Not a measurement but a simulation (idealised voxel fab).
Name of the process module below: voxel double patterning
This is section cut - it's 300 nm across, gridded in 5 nm square cells.
A cross-section is written here as square cells arranged in a grid, and it is given in bands from the top down, each band taking up one or more rows of cells.
Heads up on the band format: heights come first, top then bottom, in nm. After that it's the materials left to right, each with its width in nm. A single material flagged "edge to edge" fills the whole band edge to edge, and "air" means there's empty space there.
For the purposes of this specification, 0 denotes the height below which the wafer in its as-received condition is composed wholly of one material, and the lowermost band, lacking a lower limit, extends downward without end, as expressed in "0 nm and below".
Think of "30 to 40" as a width that walks from the first number to the second as you go down the band, top row to bottom row, taking equal-sized steps from row to row.
Where the words "changes: none" appear for a step, the cross-section shows no cell changed by that step; every cell remained as before.
"Trapped void list": sealed empty spaces, 8 cells or more, no open way to top, listed width x height at distance, with distance from the left edge and width, height and distance in nm.
That trailing text on a step's line, after the settings, is the simulator's own remark on the step.
A step's line can hold "overlay nm"; with a mask on that step, the setting says how far right of the planned place the mask lay, while a negative setting says it lay to the left.

Planned step list for the process:
1: RECEIVE,material Si
2: CONFORMAL_DEP,material SiO2,thk nm 5
3: DIRECTIONAL_DEP,material W,thk nm 15
4: DIRECTIONAL_DEP,material SiCN,thk nm 10
5: DIRECTIONAL_DEP,material aC,thk nm 15
6: PATTERN,tone open,mask id FIRST,material resist,width nm 15,pitch nm 50,thk nm 30,overlay nm 0
7: DIRECTIONAL_ETCH,etch materials aC,depth nm 15
8: STRIP,etch materials resist
9: DIRECTIONAL_ETCH,etch materials SiCN,depth nm 10
10: STRIP,etch materials aC
11: PATTERN,tone open,mask id SECOND,material resist,width nm 15,pitch nm 50,thk nm 15,overlay nm 0
12: DIRECTIONAL_ETCH,etch materials SiCN,depth nm 10
13: STRIP,etch materials resist
14: DIRECTIONAL_ETCH,etch materials W,depth nm 15
15: STRIP,etch materials SiCN

First of two wafers, processed according to plan:

Wafer cross-section on receipt, i.e. after step 1:
* 0 nm and below | Si edge to edge
* Trapped void list: none

The wafer in cross-section once step 2 is complete:
* 5 nm to 0 nm | SiO2 edge to edge
* Unchanged below 0.

The wafer in cross-section once step 3 is complete:
* 20 nm to 5 nm | W edge to edge
* Unchanged below 5.

The wafer in cross-section once step 4 is complete:
* 30 nm to 20 nm | SiCN edge to edge
* Unchanged below 20.

The wafer in cross-section once step 5 is complete:
* 45 nm to 30 nm | aC edge to edge
* Unchanged below 30.

The wafer in cross-section once step 6 is complete:
* 75 nm to 45 nm | resist=90 | air=15 | resist=35 | air=15 | resist=35 | air=15 | resist=95
* Unchanged below 45.

The wafer in cross-section once step 7 is complete:
* 60 nm to 45 nm | resist=90 | air=15 | resist=35 | air=15 | resist=35 | air=15 | resist=95
* 45 nm to 30 nm | aC=90 | air=15 | aC=35 | air=15 | aC=35 | air=15 | aC=95
* Unchanged below 30.

The wafer in cross-section once step 8 is complete:
* 45 nm to 30 nm | aC=90 | air=15 | aC=35 | air=15 | aC=35 | air=15 | aC=95
* Unchanged below 30.

The wafer in cross-section once step 9 is complete:
* 45 nm to 30 nm | aC=90 | air=15 | aC=35 | air=15 | aC=35 | air=15 | aC=95
* 30 nm to 20 nm | SiCN=90 | air=15 | SiCN=35 | air=15 | SiCN=35 | air=15 | SiCN=95
* Unchanged below 20.

The wafer in cross-section once step 10 is complete:
* 30 nm to 20 nm | SiCN=90 | air=15 | SiCN=35 | air=15 | SiCN=35 | air=15 | SiCN=95
* Unchanged below 20.

The wafer in cross-section once step 11 is complete:
* 45 nm to 30 nm | resist=115 | air=15 | resist=35 | air=15 | resist=120
* 30 nm to 20 nm | SiCN=90 | resist=15 | SiCN=35 | resist=15 | SiCN=35 | resist=15 | SiCN=95
* Unchanged below 20.

The wafer in cross-section once step 12 is complete:
* 45 nm to 30 nm | resist=115 | air=15 | resist=35 | air=15 | resist=120
* 30 nm to 20 nm | SiCN=90 | resist=15 | SiCN=10 | air=15 | SiCN=10 | resist=15 | SiCN=10 | air=15 | SiCN=10 | resist=15 | SiCN=95
* Unchanged below 20.

The wafer in cross-section once step 13 is complete:
* 30 nm to 20 nm | SiCN=90 | air=15 | SiCN=10 | air=15 | SiCN=10 | air=15 | SiCN=10 | air=15 | SiCN=10 | air=15 | SiCN=95
* Unchanged below 20.

The wafer in cross-section once step 14 is complete:
* 30 nm to 20 nm | SiCN=90 | air=15 | SiCN=10 | air=15 | SiCN=10 | air=15 | SiCN=10 | air=15 | SiCN=10 | air=15 | SiCN=95
* 20 nm to 5 nm | W=90 | air=15 | W=10 | air=15 | W=10 | air=15 | W=10 | air=15 | W=10 | air=15 | W=95
* Unchanged below 5.

The wafer in cross-section once step 15 is complete:
* 20 nm to 5 nm | W=90 | air=15 | W=10 | air=15 | W=10 | air=15 | W=10 | air=15 | W=10 | air=15 | W=95
* Unchanged below 5.

What follows concerns the second wafer, which started out like the first and was meant to follow the very same plan; one mistake crept in when it was run, but everything up to and including step 13 is the same as for the first wafer:

What the second wafer looks like in cross-section when step 14 should have wrapped up:
* 30 nm to 20 nm | SiCN=90 | air=15 | SiCN=10 | air=15 | SiCN=10 | air=15 | SiCN=10 | air=15 | SiCN=10 | air=15 | SiCN=95
* 20 nm to 15 nm | W=90 | air=15 | W=10 | air=15 | W=10 | air=15 | W=10 | air=15 | W=10 | air=15 | W=95
* Unchanged below 15.

What the second wafer looks like in cross-section when step 15 should have wrapped up:
* 20 nm to 15 nm | W=90 | air=15 | W=10 | air=15 | W=10 | air=15 | W=10 | air=15 | W=10 | air=15 | W=95
* Unchanged below 15.
Against the plan, the run slipped here: rather than as planned, step 14 actually ran as DIRECTIONAL_ETCH,etch materials W,depth nm 5
Final difference in cells, second wafer against first, listed per material as more or fewer: 30 more of W
